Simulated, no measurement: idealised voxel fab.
process module | voxel local oxidation
cross-section cut | 240 nm wide | cells 5 nm
A cross-section is a grid of square cells, given in bands from the top down. A band is one or more rows of cells.
Each band's line starts with the height of the band's top and of its bottom, in nm. Then come its materials from left to right, each with its width in nm. One material with "throughout" fills the band from edge to edge. "air" is empty space.
Height 0 is the level under which the wafer as received is all one material. The lowest band goes on downwards, as in "0 down".
A width such as "30 to 40" changes by the same amount from each row of cells to the next, from the band's top row to its bottom row.
"no change" after a step means that no cell of the cross-section changed.
closed voids: empty space of 8 cells or more with no open way to the top, each as width x height at its distance from the left edge, in nm
after a step's settings: what the simulator itself notes on the step
overlay nm, on a step with a mask: how far to the right of its planned place the mask lay; to the left if negative
plan
1 op RECEIVE | material Si
2 op CONFORMAL_DEP | material SiO2 | thk nm 5
3 op CONFORMAL_DEP | material SiN | thk nm 10
4 op DIRECTIONAL_DEP | material aC | thk nm 15
5 op PATTERN | tone cover | mask id ACTIVE | material resist | width nm 115 | thk nm 30 | overlay nm -15
6 op DIRECTIONAL_ETCH | etch materials aC | depth nm 15
7 op STRIP | etch materials resist
8 op DIRECTIONAL_ETCH | etch materials SiN | depth nm 10
9 op STRIP | etch materials aC
10 op SELECTIVE_ETCH | etch materials SiO2 | depth nm 5
11 op OXIDIZE | depth nm 10
12 op STRIP | etch materials SiN
varied across the wafers: overlay nm of step 5. The plan shows the first wafer's value. All wafers start alike
first wafer as received, after step 1
  0 down: Si throughout
  closed voids: none
each wafer at the end: cells of each material gained (+) or lost (-) since it was received, then its closed voids
overlay nm -15 | -62 Si | +83 SiO2 | closed voids: none
overlay nm -10 | -62 Si | +83 SiO2 | closed voids: none
overlay nm -5 | -62 Si | +83 SiO2 | closed voids: none
overlay nm 0 | -62 Si | +83 SiO2 | closed voids: none
overlay nm 5 | -62 Si | +83 SiO2 | closed voids: none
overlay nm 10 | -62 Si | +83 SiO2 | closed voids: none
overlay nm 15 | -62 Si | +83 SiO2 | closed voids: none
